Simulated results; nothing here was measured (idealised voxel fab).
Name of the process module below: voxel tone inversion
This is section cut - it's 220 nm across, gridded in 5 nm square cells.
When this document writes out a cross-section, it uses a grid of square cells and lists it as bands, beginning at the top and moving down, with a band standing for one or more rows of cells.
Heads up on the band format: heights come first, top then bottom, in nm. After that it's the materials left to right, each with its width in nm. A single material flagged "everywhere" fills the whole band edge to edge, and "blank" means there's empty space there.
Measure heights from 0. That's the level where, below it, the as-received wafer is all one material. The lowest band is bottomless and extends downward; write it as in "0 and below".
The two numbers in a width such as "30..40" mark its ends across the band: the first belongs to the top row of cells, the second to the bottom row, and from each row to the next the width moves by the same amount.
"nothing got changed" means the step left every cell of the cross-section as it was.
Empty spaces counting at least 8 cells and having no open way to the top are listed in "Voids, fully enclosed". The notation width x height at distance is used for each, the distance being from the left edge and all three values in nm.
after a step's settings: what the simulator itself notes on the step
overlay nm: where the mask lay relative to plan, measured to the right, on steps with a mask; negatives go left.

# The process steps that were planned are listed below
| 1 | RECEIVE,material Si |
| 2 | CONFORMAL_DEP,material SiCN,thk nm 10 |
| 3 | DIRECTIONAL_DEP,material polySi,thk nm 15 |
| 4 | PATTERN,tone cover,mask id POSTS,material resist,width nm 15,pitch nm 50,thk nm 20,overlay nm 0 |
| 5 | DIRECTIONAL_ETCH,etch materials polySi,depth nm 15 |
| 6 | STRIP,etch materials resist |
| 7 | FILL_DEP,material SiO2,thk nm 10 |
| 8 | CMP,height nm 25 |
| 9 | STRIP,etch materials polySi |
| 10 | CONFORMAL_DEP,material TiN,thk nm 5 |
| 11 | FILL_DEP,material Ru,thk nm 5 |
| 12 | CMP,height nm 25 |
| 13 | CONFORMAL_DEP,material SiN,thk nm 5 |
Wafers differ in width nm at step 4; plan lists the first wafer's value; identical starting state.

# Cut through the first of several wafers as received, post step 1
- 0 and below = Si everywhere
- Voids, fully enclosed: none

# At the end of the module, after its last step, step 13, the first of several wafers appears in cross-section as follows
- 30 down to 25 = SiN everywhere
- 25 down to 15 = 55 of SiO2, 5 of TiN, 5 of Ru, 5 of TiN, 35 of SiO2, 5 of TiN, 5 of Ru, 5 of TiN, 35 of SiO2, 5 of TiN, 5 of Ru, 5 of TiN, 50 of SiO2
- 15 down to 10 = 55 of SiO2, 15 of TiN, 35 of SiO2, 15 of TiN, 35 of SiO2, 15 of TiN, 50 of SiO2
- 10 down to 0 = SiCN everywhere
- 0 and below = Si everywhere
- Voids, fully enclosed: none

# End of module: cross-section, last of several wafers
- 30 down to 25 = SiN everywhere
- 25 down to 15 = 45 of SiO2, 5 of TiN, 25 of Ru, 5 of TiN, 15 of SiO2, 5 of TiN, 25 of Ru, 5 of TiN, 15 of SiO2, 5 of TiN, 25 of Ru, 5 of TiN, 40 of SiO2
- 15 down to 10 = 45 of SiO2, 35 of TiN, 15 of SiO2, 35 of TiN, 15 of SiO2, 35 of TiN, 40 of SiO2
- 10 down to 0 = SiCN everywhere
- 0 and below = Si everywhere
- Voids, fully enclosed: none

# Per wafer, end of module: cells gained (+) or lost (-) per material since receipt, then closed voids
width nm 15 | +6 Ru | +88 SiCN | +44 SiN | +105 SiO2 | +21 TiN | Voids, fully enclosed: none
width nm 20 | +12 Ru | +88 SiCN | +44 SiN | +96 SiO2 | +24 TiN | Voids, fully enclosed: none
width nm 25 | +18 Ru | +88 SiCN | +44 SiN | +87 SiO2 | +27 TiN | Voids, fully enclosed: none
width nm 30 | +24 Ru | +88 SiCN | +44 SiN | +78 SiO2 | +30 TiN | Voids, fully enclosed: none
width nm 35 | +30 Ru | +88 SiCN | +44 SiN | +69 SiO2 | +33 TiN | Voids, fully enclosed: none
